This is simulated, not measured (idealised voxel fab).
Process module name: voxel wiring stack
cross-section cut | 160 nm wide | cells 5 nm
Notation: cross-section as square-cell grid; stated in bands, top first, going down; one or more cell rows per band. Heights first: top, then bottom, in nm. Then materials, left to right, each with a width in nm. "edge to edge" on a single material: fills the band edge to edge. "blank": empty space. Counting heights begins at 0, where everything beneath is, in the wafer as received, one material. The lowest band has no bottom; it goes on downwards, as "from 0 down" shows. Read "30 to 40" as a graded width: first number on top, second number at the bottom, same change between each pair of neighbouring rows. For the purposes of this document, the phrase "nothing got changed" attached to a step denotes that no cell within the cross-section was modified by that step. For the entry "Enclosed empty spaces", the listed items are empty spaces with no open way to the top whose size is 8 cells or more; each item follows the pattern width x height at distance, where distance is from the left edge and all three are in nm. after a step's settings: what the simulator itself notes on the step. Each step line may optionally specify "overlay nm", which for a step with a mask gives the rightward distance between the mask's planned place and where it lay, a negative value indicating the leftward direction.
## The following list gives the planned process steps
1,RECEIVE: material Si
2,CONFORMAL_DEP: material SiO2, thk nm 15
3,CONFORMAL_DEP: material SiN, thk nm 5
4,DIRECTIONAL_DEP: material SiO2, thk nm 15
5,PATTERN: tone open, mask id METAL_1, material resist, width nm 30, pitch nm 45, thk nm 15, overlay nm 0
6,DIRECTIONAL_ETCH: etch materials SiO2, depth nm 15
7,DIRECTIONAL_ETCH: etch materials SiN, depth nm 5
8,STRIP: etch materials resist
9,CONFORMAL_DEP: material TiN, thk nm 5
10,FILL_DEP: material W, thk nm 10
11,CMP: height nm 35
12,CONFORMAL_DEP: material SiCN, thk nm 5
13,DIRECTIONAL_DEP: material SiO2, thk nm 20
14,PATTERN: tone open, mask id PLUG_1, material resist, width nm 15, thk nm 15, overlay nm 0
15,DIRECTIONAL_ETCH: etch materials SiO2, depth nm 20
16,DIRECTIONAL_ETCH: etch materials SiCN, depth nm 5
17,STRIP: etch materials resist
18,EPI: material Ru, thk nm 10
19,EPI: material Ru, thk nm 10
20,EPI: material Ru, thk nm 5
21,CONFORMAL_DEP: material SiCN, thk nm 5
22,DIRECTIONAL_DEP: material SiO2, thk nm 15
23,PATTERN: tone open, mask id METAL_2, material resist, width nm 30, pitch nm 45, thk nm 20, overlay nm 0
24,DIRECTIONAL_ETCH: etch materials SiO2, depth nm 15
25,DIRECTIONAL_ETCH: etch materials SiCN, depth nm 5
26,STRIP: etch materials resist
27,CONFORMAL_DEP: material TiN, thk nm 5
28,FILL_DEP: material Ru, thk nm 5
29,CMP: height nm 80
30,CONFORMAL_DEP: material SiCN, thk nm 5
31,DIRECTIONAL_DEP: material lowk, thk nm 15
32,PATTERN: tone open, mask id PLUG_2, material resist, width nm 15, thk nm 15, overlay nm 0
33,DIRECTIONAL_ETCH: etch materials lowk, depth nm 15
34,DIRECTIONAL_ETCH: etch materials SiCN, depth nm 5
35,STRIP: etch materials resist
36,CONFORMAL_DEP: material TiN, thk nm 5
37,FILL_DEP: material Ru, thk nm 10
38,CMP: height nm 100
39,CONFORMAL_DEP: material SiN, thk nm 5
40,DIRECTIONAL_DEP: material lowk, thk nm 25
41,PATTERN: tone open, mask id METAL_3, material resist, width nm 30, pitch nm 45, thk nm 15, overlay nm 0
42,DIRECTIONAL_ETCH: etch materials lowk, depth nm 25
43,DIRECTIONAL_ETCH: etch materials SiN, depth nm 5
44,STRIP: etch materials resist
45,CONFORMAL_DEP: material TiN, thk nm 5
46,FILL_DEP: material W, thk nm 10
47,CMP: height nm 130
48,CONFORMAL_DEP: material SiCN, thk nm 5
## Wafer as received: cross-section following step 1
  from 0 down: Si edge to edge
  Enclosed empty spaces: none
## Cross-sectional view of the first of the two wafers upon completion of the module, processed in accordance with the plan
  from 135 to 130: SiCN edge to edge
  from 130 to 105: 40 nm lowk | 5 nm TiN | 20 nm W | 5 nm TiN | 15 nm lowk | 5 nm TiN | 20 nm W | 5 nm TiN | 45 nm lowk
  from 105 to 100: 40 nm SiN | 30 nm TiN | 15 nm SiN | 30 nm TiN | 45 nm SiN
  from 100 to 85: 40 nm lowk | 5 nm TiN | 5 nm Ru | 5 nm TiN | 105 nm lowk
  from 85 to 80: 40 nm SiCN | 15 nm TiN | 105 nm SiCN
  from 80 to 65: 40 nm SiO2 | 5 nm TiN | 20 nm Ru | 5 nm TiN | 15 nm SiO2 | 5 nm TiN | 20 nm Ru | 5 nm TiN | 45 nm SiO2
  from 65 to 60: 40 nm SiCN | 30 nm TiN | 15 nm SiCN | 30 nm TiN | 45 nm SiCN
  from 60 to 40: 40 nm SiO2 | 15 nm Ru | 105 nm SiO2
  from 40 to 35: 40 nm SiCN | 15 nm Ru | 105 nm SiCN
  from 35 to 20: 40 nm SiO2 | 5 nm TiN | 20 nm W | 5 nm TiN | 15 nm SiO2 | 5 nm TiN | 20 nm W | 5 nm TiN | 45 nm SiO2
  from 20 to 15: 40 nm SiN | 30 nm TiN | 15 nm SiN | 30 nm TiN | 45 nm SiN
  from 15 to 0: SiO2 edge to edge
  from 0 down: Si edge to edge
  Enclosed empty spaces: none
## second wafer at the end: like start, like plan, one mistake
  from 135 to 130: SiCN edge to edge
  from 130 to 105: 40 nm lowk | 5 nm TiN | 20 nm W | 5 nm TiN | 15 nm lowk | 5 nm TiN | 20 nm W | 5 nm TiN | 45 nm lowk
  from 105 to 100: 40 nm SiN | 30 nm TiN | 15 nm SiN | 30 nm TiN | 45 nm SiN
  from 100 to 85: 40 nm lowk | 5 nm TiN | 5 nm Ru | 5 nm TiN | 105 nm lowk
  from 85 to 80: 40 nm SiCN | 15 nm TiN | 105 nm SiCN
  from 80 to 65: 40 nm SiO2 | 5 nm TiN | 20 nm Ru | 5 nm TiN | 15 nm SiO2 | 5 nm TiN | 20 nm Ru | 5 nm TiN | 45 nm SiO2
  from 65 to 60: 40 nm SiCN | 30 nm TiN | 15 nm SiCN | 30 nm TiN | 45 nm SiCN
  from 60 to 40: 40 nm SiO2 | 15 nm Ru | 105 nm SiO2
  from 40 to 35: 40 nm SiCN | 15 nm Ru | 105 nm SiCN
  from 35 to 30: 45 nm TiN | 20 nm W | 25 nm TiN | 20 nm W | 50 nm TiN
  from 30 to 20: 40 nm SiO2 | 5 nm TiN | 20 nm W | 5 nm TiN | 15 nm SiO2 | 5 nm TiN | 20 nm W | 5 nm TiN | 45 nm SiO2
  from 20 to 15: 40 nm SiO2 | 30 nm TiN | 15 nm SiO2 | 30 nm TiN | 45 nm SiO2
  from 15 to 0: SiO2 edge to edge
  from 0 down: Si edge to edge
  Enclosed empty spaces: none
Run error: step 3 of the plan did not run at all; it was left out
Materials where the second wafer ends with more or fewer cells than the first: -20 SiN, +20 TiN
